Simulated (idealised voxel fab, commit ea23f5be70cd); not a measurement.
Name of the process module below: voxel self aligned vias
The width of the displayed cross-section, cut, is 185 nm; its cells are square, with a size of 5 nm.
Cross-section layout: square cells on a grid; listed as bands, top to bottom; a band spans one or more cell rows.
Within each band entry, the heights of the top and of the bottom of the band appear first, in that order and in nm; the materials of the band then follow from left to right, each with its corresponding width in nm. The designation "edge to edge" on a single material indicates that it fills the band from edge to edge; the designation "blank" indicates empty space.
Basically, 0 is our baseline, since under it the wafer straight out of the box is all one material. The bottom band has no lower end and keeps on going down, so it looks like "0 down".
A two-number width, for instance "30..40", indicates that the width is equal to the first number in the top row of the band and to the second number in the bottom row, and that it changes by a constant amount per row of cells.
Step marked "no alterations made"? Then no cell in the cross-section changed in it.
In the "Voids lacking openings" entry, you get each enclosed empty space of 8 cells or more, one with no open way to the top, written width x height at distance, distance from the left edge, in nm.
Text after the settings on a step's line: the simulator's own remark on that step.
When a step includes a mask, the "overlay nm" setting on its line states how far to the right of its planned place that mask lay, and negative values state how far to the left.
-- List of planned process steps
1: RECEIVE | material Si
2: CONFORMAL_DEP | material SiO2 | thk nm 15
3: CONFORMAL_DEP | material SiCN | thk nm 5
4: DIRECTIONAL_DEP | material lowk | thk nm 30
5: PATTERN | tone open | mask id LINES | material resist | width nm 20 | pitch nm 60 | thk nm 15 | overlay nm 0
6: DIRECTIONAL_ETCH | etch materials lowk | depth nm 30
7: STRIP | etch materials resist
8: CONFORMAL_DEP | material TiN | thk nm 5
9: FILL_DEP | material Ru | thk nm 10
10: CMP | height nm 50
11: SELECTIVE_ETCH | etch materials W Ru TiN | depth nm 10
12: FILL_DEP | material SiN | thk nm 10
13: CMP | height nm 50
14: DIRECTIONAL_DEP | material lowk | thk nm 15
15: PATTERN | tone open | mask id VIAS | material resist | width nm 30 | pitch nm 60 | thk nm 20 | overlay nm 0
16: DIRECTIONAL_ETCH | etch materials lowk | depth nm 15
17: DIRECTIONAL_ETCH | etch materials SiN | depth nm 10
18: STRIP | etch materials resist
19: CONFORMAL_DEP | material TiN | thk nm 5
20: FILL_DEP | material Ru | thk nm 5
21: CMP | height nm 65
22: CONFORMAL_DEP | material SiN | thk nm 5
-- So this is the incoming wafer in cross-section - it's already been through step 1
> 0 down = Si edge to edge
> Voids lacking openings: none
-- Module complete - cross-section of the first of two wafers, run according to plan
> 70 to 65 = SiN edge to edge
> 65 to 55 = lowk 15 nm, then TiN 5 nm, then Ru 20 nm, then TiN 5 nm, then lowk 30 nm, then TiN 5 nm, then Ru 20 nm, then TiN 5 nm, then lowk 30 nm, then TiN 5 nm, then Ru 20 nm, then TiN 5 nm, then lowk 20 nm
> 55 to 45 = lowk 15..20 nm, then TiN 10..5 nm, then Ru 10 nm, then TiN 10..5 nm, then lowk 30..40 nm, then TiN 10..5 nm, then Ru 10 nm, then TiN 10..5 nm, then lowk 30..40 nm, then TiN 10..5 nm, then Ru 10 nm, then TiN 10..5 nm, then lowk 20..25 nm
> 45 to 40 = lowk 20 nm, then TiN 20 nm, then lowk 40 nm, then TiN 20 nm, then lowk 40 nm, then TiN 20 nm, then lowk 25 nm
> 40 to 25 = lowk 20 nm, then TiN 5 nm, then Ru 10 nm, then TiN 5 nm, then lowk 40 nm, then TiN 5 nm, then Ru 10 nm, then TiN 5 nm, then lowk 40 nm, then TiN 5 nm, then Ru 10 nm, then TiN 5 nm, then lowk 25 nm
> 25 to 20 = lowk 20 nm, then TiN 20 nm, then lowk 40 nm, then TiN 20 nm, then lowk 40 nm, then TiN 20 nm, then lowk 25 nm
> 20 to 15 = SiCN edge to edge
> 15 to 0 = SiO2 edge to edge
> 0 down = Si edge to edge
> Voids lacking openings: none
-- Second of two wafers, module complete, sectioned: it shares the first wafer's start and plan but was run with one mistake
> 70 to 65 = SiN edge to edge
> 65 to 55 = lowk 15 nm, then TiN 5 nm, then Ru 20 nm, then TiN 5 nm, then lowk 30 nm, then TiN 5 nm, then Ru 20 nm, then TiN 5 nm, then lowk 30 nm, then TiN 5 nm, then Ru 20 nm, then TiN 5 nm, then lowk 20 nm
> 55 to 50 = lowk 15 nm, then TiN 30 nm, then lowk 30 nm, then TiN 30 nm, then lowk 30 nm, then TiN 30 nm, then lowk 20 nm
> 50 to 40 = SiN 15 nm, then TiN 5 nm, then lowk 20 nm, then TiN 5 nm, then SiN 30 nm, then TiN 5 nm, then lowk 20 nm, then TiN 5 nm, then SiN 30 nm, then TiN 5 nm, then lowk 20 nm, then TiN 5 nm, then SiN 20 nm
> 40 to 25 = Ru 15 nm, then TiN 5 nm, then lowk 20 nm, then TiN 5 nm, then Ru 30 nm, then TiN 5 nm, then lowk 20 nm, then TiN 5 nm, then Ru 30 nm, then TiN 5 nm, then lowk 20 nm, then TiN 5 nm, then Ru 20 nm
> 25 to 20 = TiN 20 nm, then lowk 20 nm, then TiN 40 nm, then lowk 20 nm, then TiN 40 nm, then lowk 20 nm, then TiN 25 nm
> 20 to 15 = SiCN edge to edge
> 15 to 0 = SiO2 edge to edge
> 0 down = Si edge to edge
> Voids lacking openings: none
Run error: it should be noted that step 5 was executed with settings other than those planned, the operation and settings actually applied being PATTERN | tone cover | mask id LINES | material resist | width nm 20 | pitch nm 60 | thk nm 15 | overlay nm 0
In the final state, the cell counts of the second wafer exceed or fall short of those of the first for the following materials: Ru +27; SiN +38; TiN +13; lowk -78
